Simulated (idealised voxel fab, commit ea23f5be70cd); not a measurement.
Process module under the name voxel transistor to metal
280 nm wide, 5 nm square cells: that's cross-section cut.
Format of a cross-section: grid, square cells. Given as bands. Order: top down. Band: one or more rows of cells. Basically the band line says how high the top is and how high the bottom is, in nm, and then what's in it from left to right, every material with its width in nm. Empty space shows up as "blank", and if a single material carries "all across" it runs the full band edge to edge. Heights are expressed relative to 0, this being the level below which the as-received wafer comprises one material exclusively. The lowest band is unbounded in the downward direction and is denoted as in "0 down". A two-number width, for instance "30..40", indicates that the width is equal to the first number in the top row of the band and to the second number in the bottom row, and that it changes by a constant amount per row of cells. You'll sometimes find "all unchanged" written for a step, and that's the way of saying that nowhere in the cross-section did a cell change during that step. You'll see "Enclosed internal cavities" listing empty spaces that have no way open to the top, as long as they're 8 cells or more; the notation is width x height at distance, where the distance is from the left edge, and all of it is in nm. Note: text after step settings on the step line = simulator remark on that step. Each step line may optionally specify "overlay nm", which for a step with a mask gives the rightward distance between the mask's planned place and where it lay, a negative value indicating the leftward direction.

List of planned process steps:
- 1: RECEIVE [material Si]
- 2: OXIDIZE [depth nm 5]
- 3: CONFORMAL_DEP [material SiN] [thk nm 10]
- 4: MASKED_ETCH [tone cover] [mask id ACTIVE] [width nm 110] [pitch nm 130] [etch materials SiN] [depth nm 10] [overlay nm 0]
- 5: MASKED_ETCH [tone cover] [mask id ACTIVE] [width nm 110] [pitch nm 130] [etch materials SiO2] [depth nm 5] [overlay nm 0]
- 6: MASKED_ETCH [tone cover] [mask id ACTIVE] [width nm 110] [pitch nm 130] [etch materials Si] [depth nm 35] [overlay nm 0]
- 7: FILL_DEP [material SiO2] [thk nm 5]
- 8: CMP [height nm 10]
- 9: SELECTIVE_ETCH [etch materials SiO2] [depth nm 5]
- 10: STRIP [etch materials SiN]
- 11: SELECTIVE_ETCH [etch materials SiO2] [depth nm 5]
- 12: OXIDIZE [depth nm 5]
- 13: DIRECTIONAL_DEP [material polySi] [thk nm 20]
- 14: DIRECTIONAL_DEP [material SiCN] [thk nm 15]
- 15: DIRECTIONAL_DEP [material aC] [thk nm 10]
- 16: PATTERN [tone cover] [mask id GATE] [material resist] [width nm 20] [pitch nm 130] [thk nm 30] [overlay nm 0]
- 17: DIRECTIONAL_ETCH [etch materials aC] [depth nm 10]
- 18: STRIP [etch materials resist]
- 19: DIRECTIONAL_ETCH [etch materials SiCN] [depth nm 25]
- 20: DIRECTIONAL_ETCH [etch materials polySi] [depth nm 30]
- 21: STRIP [etch materials aC]
- 22: CONFORMAL_DEP [material SiO2] [thk nm 5]
- 23: DIRECTIONAL_ETCH [etch materials SiO2] [depth nm 5]
- 24: CONFORMAL_DEP [material SiN] [thk nm 5]
- 25: DIRECTIONAL_ETCH [etch materials SiN] [depth nm 5]
- 26: DIRECTIONAL_ETCH [etch materials SiO2] [depth nm 5]
- 27: DIRECTIONAL_ETCH [etch materials Si] [depth nm 15]
- 28: EPI [material SiGe] [thk nm 15]
- 29: FILL_DEP [material SiO2] [thk nm 10]
- 30: CMP [height nm 30]
- 31: DIRECTIONAL_DEP [material SiO2] [thk nm 15]
- 32: MASKED_ETCH [tone open] [mask id CONTACT] [width nm 15] [etch materials SiO2] [depth nm 40] [overlay nm 0]
- 33: CONFORMAL_DEP [material TiN] [thk nm 5]
- 34: FILL_DEP [material Ru] [thk nm 5]
- 35: CMP [height nm 45]
- 36: CONFORMAL_DEP [material SiN] [thk nm 5]
- 37: DIRECTIONAL_DEP [material lowk] [thk nm 15]
- 38: PATTERN [tone open] [mask id METAL_1] [material resist] [width nm 15] [thk nm 15] [overlay nm 0]
- 39: DIRECTIONAL_ETCH [etch materials lowk] [depth nm 15]
- 40: DIRECTIONAL_ETCH [etch materials SiN] [depth nm 5]
- 41: STRIP [etch materials resist]
- 42: CONFORMAL_DEP [material TiN] [thk nm 5]
- 43: FILL_DEP [material W] [thk nm 5]
- 44: CMP [height nm 65]
- 45: EPI [material Ru] [thk nm 5]
- 46: FILL_DEP [material SiCN] [thk nm 5]

Shown in cross-section is the wafer as received, that is, as it stands after step 1:
* 0 down  Si all across
* Enclosed internal cavities: none

First wafer at the end, as planned:
* 75 to 70  SiCN all across
* 70 to 65  SiCN (25)  Ru (25)  SiCN (50)  Ru (25)  SiCN (30)  Ru (25)  SiCN (50)  Ru (25)  SiCN (25)
* 65 to 50  lowk (30)  TiN (5)  W (5)  TiN (5)  lowk (60)  TiN (5)  W (5)  TiN (5)  lowk (40)  TiN (5)  W (5)  TiN (5)  lowk (60)  TiN (5)  W (5)  TiN (5)  lowk (30)
* 50 to 45  SiN (30)  TiN (15)  SiN (60)  TiN (15)  SiN (40)  TiN (15)  SiN (60)  TiN (15)  SiN (30)
* 45 to 30  SiO2 (30)  TiN (5)  Ru (5)  TiN (5)  SiO2 (60)  TiN (5)  Ru (5)  TiN (5)  SiO2 (40)  TiN (5)  Ru (5)  TiN (5)  SiO2 (60)  TiN (5)  Ru (5)  TiN (5)  SiO2 (30)
* 30 to 15  SiO2 (30)  TiN (5)  Ru (5)  TiN (5)  SiO2 (10)  SiN (5)  SiO2 (5)  SiCN (20)  SiO2 (5)  SiN (5)  SiO2 (10)  TiN (5)  Ru (5)  TiN (5)  SiO2 (40)  TiN (5)  Ru (5)  TiN (5)  SiO2 (10)  SiN (5)  SiO2 (5)  SiCN (20)  SiO2 (5)  SiN (5)  SiO2 (10)  TiN (5)  Ru (5)  TiN (5)  SiO2 (30)
* 15 to 10  SiO2 (30)  TiN (5)  Ru (5)  TiN (5)  SiO2 (10)  SiN (5)  SiO2 (5)  polySi (20)  SiO2 (5)  SiN (5)  SiO2 (10)  TiN (5)  Ru (5)  TiN (5)  SiO2 (40)  TiN (5)  Ru (5)  TiN (5)  SiO2 (10)  SiN (5)  SiO2 (5)  polySi (20)  SiO2 (5)  SiN (5)  SiO2 (10)  TiN (5)  Ru (5)  TiN (5)  SiO2 (30)
* 10 to 5  SiO2 (30)  TiN (15)  SiO2 (10)  SiN (5)  SiO2 (5)  polySi (20)  SiO2 (5)  SiN (5)  SiO2 (10)  TiN (15)  SiO2 (40)  TiN (15)  SiO2 (10)  SiN (5)  SiO2 (5)  polySi (20)  SiO2 (5)  SiN (5)  SiO2 (10)  TiN (15)  SiO2 (30)
* 5 to 0  SiO2 (20)  SiGe (35)  SiN (5)  SiO2 (5)  polySi (20)  SiO2 (5)  SiN (5)  SiGe (35)  SiO2 (20)  SiGe (35)  SiN (5)  SiO2 (5)  polySi (20)  SiO2 (5)  SiN (5)  SiGe (35)  SiO2 (20)
* 0 to -5  SiO2 (20)  SiN (5)  SiGe (30)  SiN (5)  SiO2 (5)  polySi (20)  SiO2 (5)  SiN (5)  SiGe (30)  SiN (5)  SiO2 (20)  SiN (5)  SiGe (30)  SiN (5)  SiO2 (5)  polySi (20)  SiO2 (5)  SiN (5)  SiGe (30)  SiN (5)  SiO2 (20)
* -5 to -10  SiO2 (25)  SiGe (30)  SiO2 (40)  SiGe (30)  SiO2 (30)  SiGe (30)  SiO2 (40)  SiGe (30)  SiO2 (25)
* -10 to -25  SiO2 (20)  Si (5)  SiGe (30)  Si (40)  SiGe (30)  Si (5)  SiO2 (20)  Si (5)  SiGe (30)  Si (40)  SiGe (30)  Si (5)  SiO2 (20)
* -25 to -40  SiO2 (20)  Si (110)  SiO2 (20)  Si (110)  SiO2 (20)
* -40 down  Si all across
* Enclosed internal cavities: none

Cross-sectional view of the second of two wafers upon completion of the module. This wafer shared its starting condition and process plan with the first; one error was made during its execution:
* 75 to 70  SiCN all across
* 70 to 65  SiCN (25)  Ru (25)  SiCN (50)  Ru (25)  SiCN (30)  Ru (25)  SiCN (50)  Ru (25)  SiCN (25)
* 65 to 50  lowk (30)  TiN (5)  W (5)  TiN (5)  lowk (60)  TiN (5)  W (5)  TiN (5)  lowk (40)  TiN (5)  W (5)  TiN (5)  lowk (60)  TiN (5)  W (5)  TiN (5)  lowk (30)
* 50 to 45  SiN (30)  TiN (15)  SiN (60)  TiN (15)  SiN (40)  TiN (15)  SiN (60)  TiN (15)  SiN (30)
* 45 to 30  SiO2 (25)  TiN (5)  Ru (5)  TiN (5)  SiO2 (60)  TiN (5)  Ru (5)  TiN (5)  SiO2 (40)  TiN (5)  Ru (5)  TiN (5)  SiO2 (60)  TiN (5)  Ru (5)  TiN (5)  SiO2 (35)
* 30 to 15  SiO2 (25)  TiN (5)  Ru (5)  TiN (5)  SiO2 (15)  SiN (5)  SiO2 (5)  SiCN (20)  SiO2 (5)  SiN (5)  SiO2 (5)  TiN (5)  Ru (5)  TiN (5)  SiO2 (40)  TiN (5)  Ru (5)  TiN (5)  SiO2 (15)  SiN (5)  SiO2 (5)  SiCN (20)  SiO2 (5)  SiN (5)  SiO2 (5)  TiN (5)  Ru (5)  TiN (5)  SiO2 (35)
* 15 to 10  SiO2 (25)  TiN (5)  Ru (5)  TiN (5)  SiO2 (15)  SiN (5)  SiO2 (5)  polySi (20)  SiO2 (5)  SiN (5)  SiO2 (5)  TiN (5)  Ru (5)  TiN (5)  SiO2 (40)  TiN (5)  Ru (5)  TiN (5)  SiO2 (15)  SiN (5)  SiO2 (5)  polySi (20)  SiO2 (5)  SiN (5)  SiO2 (5)  TiN (5)  Ru (5)  TiN (5)  SiO2 (35)
* 10 to 5  SiO2 (25)  TiN (15)  SiO2 (15)  SiN (5)  SiO2 (5)  polySi (20)  SiO2 (5)  SiN (5)  SiO2 (5)  TiN (15)  SiO2 (40)  TiN (15)  SiO2 (15)  SiN (5)  SiO2 (5)  polySi (20)  SiO2 (5)  SiN (5)  SiO2 (5)  TiN (15)  SiO2 (35)
* 5 to 0  SiO2 (20)  SiGe (35)  SiN (5)  SiO2 (5)  polySi (20)  SiO2 (5)  SiN (5)  SiGe (35)  SiO2 (20)  SiGe (35)  SiN (5)  SiO2 (5)  polySi (20)  SiO2 (5)  SiN (5)  SiGe (35)  SiO2 (20)
* 0 to -5  SiO2 (20)  SiN (5)  SiGe (30)  SiN (5)  SiO2 (5)  polySi (20)  SiO2 (5)  SiN (5)  SiGe (30)  SiN (5)  SiO2 (20)  SiN (5)  SiGe (30)  SiN (5)  SiO2 (5)  polySi (20)  SiO2 (5)  SiN (5)  SiGe (30)  SiN (5)  SiO2 (20)
* -5 to -10  SiO2 (25)  SiGe (30)  SiO2 (40)  SiGe (30)  SiO2 (30)  SiGe (30)  SiO2 (40)  SiGe (30)  SiO2 (25)
* -10 to -25  SiO2 (20)  Si (5)  SiGe (30)  Si (40)  SiGe (30)  Si (5)  SiO2 (20)  Si (5)  SiGe (30)  Si (40)  SiGe (30)  Si (5)  SiO2 (20)
* -25 to -40  SiO2 (20)  Si (110)  SiO2 (20)  Si (110)  SiO2 (20)
* -40 down  Si all across
* Enclosed internal cavities: none
Heads up, the wafer didn't run the way we planned it: step 32: run off-plan, actual operation and settings MASKED_ETCH [tone open] [mask id CONTACT] [width nm 15] [etch materials SiO2] [depth nm 40] [overlay nm -5]
So at the finish, the second wafer's got exactly as many cells of each material as the first, just not in the same spots.
